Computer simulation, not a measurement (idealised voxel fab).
process module | voxel ribs on slabs
Square cell edge 5 nm, section width 180 nm, ID cut.
A cross-section in this document is a grid of square cells, and it is written down as bands, the top band listed before the ones below it; a band is made up of one or more rows of cells. First you get the band's top height and its bottom height, in nm, and then the materials it's made of, left to right, with each width in nm. If you see a single material with "throughout", that one covers the band edge to edge. "blank" is empty space. The reference from which all heights are counted is 0, the level beneath which the as-received wafer is entirely one material; the lowest band, having no lower bound, proceeds downward and is written after the example "from 0 down". Width spec "30..40" -> top row of cells at first value, bottom row at second value, equal per-row change in between. Any step labelled "no alterations made" changed none of the cells in the cross-section. The entry titled "Unvented cavities" provides the empty spaces that have no open way to the top, restricted to those of 8 cells or more. Each is presented as width x height at distance, the distance being measured from the left edge, with all three in nm. Where a step's line continues beyond its settings, the continuation is a remark by the simulator itself on that step. If you see "overlay nm" on a step's line and that step has a mask, it's telling you how far right of where it was planned the mask ended up; a negative number means it went left instead.

-- Planned process steps
1: RECEIVE, material Si
2: DIRECTIONAL_DEP, material SiO2, thk nm 20
3: DIRECTIONAL_DEP, material SiN, thk nm 15
4: DIRECTIONAL_DEP, material aC, thk nm 15
5: PATTERN, tone cover, mask id RIB, material resist, width nm 20, thk nm 35, overlay nm 0
6: DIRECTIONAL_ETCH, etch materials aC, depth nm 15
7: STRIP, etch materials resist
8: DIRECTIONAL_ETCH, etch materials SiN, depth nm 5
9: STRIP, etch materials aC
10: DIRECTIONAL_DEP, material aC, thk nm 10
11: PATTERN, tone cover, mask id SLAB, material resist, width nm 60, thk nm 30, overlay nm 0
12: DIRECTIONAL_ETCH, etch materials aC, depth nm 10
13: STRIP, etch materials resist
14: DIRECTIONAL_ETCH, etch materials SiN, depth nm 10
15: STRIP, etch materials aC
16: FILL_DEP, material SiO2, thk nm 20
17: CMP, height nm 50
18: DIRECTIONAL_DEP, material TiN, thk nm 10
19: DIRECTIONAL_DEP, material aC, thk nm 15
20: PATTERN, tone cover, mask id HEATER, material resist, width nm 30, thk nm 35, overlay nm 0
21: DIRECTIONAL_ETCH, etch materials aC, depth nm 15
22: STRIP, etch materials resist
23: DIRECTIONAL_ETCH, etch materials TiN, depth nm 10
24: STRIP, etch materials aC
25: CONFORMAL_DEP, material SiO2, thk nm 10

-- Step 1 complete: cross-section of the wafer as received
* from 0 down  Si throughout
* Unvented cavities: none

-- Final cross-section, module run with one mistake (start and plan as above)
* from 65 to 60  blank=65  SiO2=50  blank=65
* from 60 to 55  SiO2 throughout
* from 55 to 50  SiO2=75  TiN=30  SiO2=75
* from 50 to 35  SiO2 throughout
* from 35 to 30  SiO2=80  SiN=20  SiO2=80
* from 30 to 20  SiO2=60  SiN=60  SiO2=60
* from 20 to 0  SiO2 throughout
* from 0 down  Si throughout
* Unvented cavities: none
Finding, execution versus plan: step 18 ran with different settings than intended, the actual operation and settings being DIRECTIONAL_DEP, material TiN, thk nm 5
